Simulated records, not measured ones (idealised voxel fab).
process module | voxel transistor to metal
cross-section cut | 215 nm wide | cells 5 nm
A cross-section is a grid of square cells, given in bands from the top down. A band is one or more rows of cells.
Each band's line starts with the height of the band's top and of its bottom, in nm. Then come its materials from left to right, each with its width in nm. One material with "throughout" fills the band from edge to edge. "air" is empty space.
Height 0 is the level under which the wafer as received is all one material. The lowest band goes on downwards, as in "0 down".
A width such as "30 to 40" changes by the same amount from each row of cells to the next, from the band's top row to its bottom row.
"no change" after a step means that no cell of the cross-section changed.
closed voids: empty space of 8 cells or more with no open way to the top, each as width x height at its distance from the left edge, in nm
after a step's settings: what the simulator itself notes on the step
overlay nm, on a step with a mask: how far to the right of its planned place the mask lay; to the left if negative
Each pair below shows a cross-section before one step and the cross-section after it, down to the lowest band that changed. The line under each pair gives the step between them, with its settings. The pairs can come from different runs of this module on the same starting wafer, so a pair continues from the pair above only where its "before" says so.
before
  150 to 130: resist 55 | air 15 | resist 65 | air 15 | resist 65
  130 to 115: aC 55 | air 15 | aC 65 | air 15 | aC 65
  115 to 80: SiO2 throughout
  80 to 75: SiCN throughout
  75 to 55: lowk 55 | TiN 5 | Cu 10 | TiN 5 | lowk 60 | TiN 5 | Cu 10 | TiN 5 | lowk 60
  55 to 50: SiCN 55 | TiN 20 | SiCN 60 | TiN 20 | SiCN 60
  50 to 40: SiO2 55 | TiN 5 | Ru 10 | TiN 5 | SiO2 60 | TiN 5 | Ru 10 | TiN 5 | SiO2 60
  40 to 35: SiO2 55 | TiN 5 | Ru 10 | TiN 5 | SiO2 10 | SiN 10 | SiCN 20 | SiN 10 | SiO2 10 | TiN 5 | Ru 10 | TiN 5 | SiO2 60
  35 to 5: SiO2 55 | TiN 5 | Ru 10 | TiN 5 | SiO2 10 | SiN 10 | polySi 20 | SiN 10 | SiO2 10 | TiN 5 | Ru 10 | TiN 5 | SiO2 60
  5 to 0: SiO2 45 | SiN 10 | TiN 5 | Ru 10 | TiN 5 | SiO2 60 | TiN 5 | Ru 10 | TiN 5 | SiN 10 | SiO2 50
  0 to -5: SiO2 55 | TiN 20 | SiO2 60 | TiN 20 | SiO2 60
  -5 to -15: pSi 45 | SiO2 120 | pSi 50
  -15 to -25: Si 45 | SiO2 120 | Si 50
  -25 down: Si throughout
  closed voids: none
after
  130 to 115: aC 55 | air 15 | aC 65 | air 15 | aC 65
  below 115: unchanged
  closed voids: none
the step between: op STRIP | etch materials resist
before: the cross-section after the pair above
after
  130 to 115: aC 55 | air 15 | aC 65 | air 15 | aC 65
  115 to 80: SiO2 55 | air 15 | SiO2 65 | air 15 | SiO2 65
  below 80: unchanged
  closed voids: none
the step between: op DIRECTIONAL_ETCH | etch materials SiO2 | depth nm 35
before: the cross-section after the pair above
after
  115 to 80: SiO2 55 | air 15 | SiO2 65 | air 15 | SiO2 65
  below 80: unchanged
  closed voids: none
the step between: op STRIP | etch materials aC
before: the cross-section after the pair above
after
  115 to 95: SiO2 55 | air 20 | SiO2 60 | air 20 | SiO2 60
  below 95: unchanged
  closed voids: none
the step between: op MASKED_ETCH | tone open | mask id METAL_2 | width nm 20 | pitch nm 80 | etch materials SiO2 | depth nm 20 | overlay nm 0
before: the cross-section after the pair above
after
  115 to 95: SiO2 55 | air 20 | SiO2 60 | air 20 | SiO2 60
  95 to 80: SiO2 55 | air 15 | SiO2 65 | air 15 | SiO2 65
  80 to 75: SiCN 55 | air 15 | SiCN 65 | air 15 | SiCN 65
  below 75: unchanged
  closed voids: none
the step between: op MASKED_ETCH | tone open | mask id METAL_2 | width nm 20 | pitch nm 80 | etch materials SiCN | depth nm 5 | overlay nm 0
before: the cross-section after the pair above
after
  120 to 115: TiN 60 | air 10 | TiN 70 | air 10 | TiN 65
  115 to 100: SiO2 55 | TiN 5 | air 10 | TiN 5 | SiO2 60 | TiN 5 | air 10 | TiN 5 | SiO2 60
  100 to 95: SiO2 55 | TiN 5 | air 5 | TiN 10 | SiO2 60 | TiN 5 | air 5 | TiN 10 | SiO2 60
  95 to 80: SiO2 55 | TiN 5 | air 5 | TiN 5 | SiO2 65 | TiN 5 | air 5 | TiN 5 | SiO2 65
  80 to 75: SiCN 55 | TiN 15 | SiCN 65 | TiN 15 | SiCN 65
  below 75: unchanged
  closed voids: none
the step between: op CONFORMAL_DEP | material TiN | thk nm 5
before: the cross-section after the pair above
after
  125 to 120: Ru throughout
  120 to 115: TiN 60 | Ru 10 | TiN 70 | Ru 10 | TiN 65
  115 to 100: SiO2 55 | TiN 5 | Ru 10 | TiN 5 | SiO2 60 | TiN 5 | Ru 10 | TiN 5 | SiO2 60
  100 to 95: SiO2 55 | TiN 5 | Ru 5 | TiN 10 | SiO2 60 | TiN 5 | Ru 5 | TiN 10 | SiO2 60
  95 to 80: SiO2 55 | TiN 5 | Ru 5 | TiN 5 | SiO2 65 | TiN 5 | Ru 5 | TiN 5 | SiO2 65
  below 80: unchanged
  closed voids: none
the step between: op FILL_DEP | material Ru | thk nm 5
before: the cross-section after the pair above
after
  115 to 100: SiO2 55 | TiN 5 | Ru 10 | TiN 5 | SiO2 60 | TiN 5 | Ru 10 | TiN 5 | SiO2 60
  below 100: unchanged
  closed voids: none
the step between: op CMP | height nm 115
before: the cross-section after the pair above
after
  120 to 115: SiCN throughout
  below 115: unchanged
  closed voids: none
the step between: op CONFORMAL_DEP | material SiCN | thk nm 5
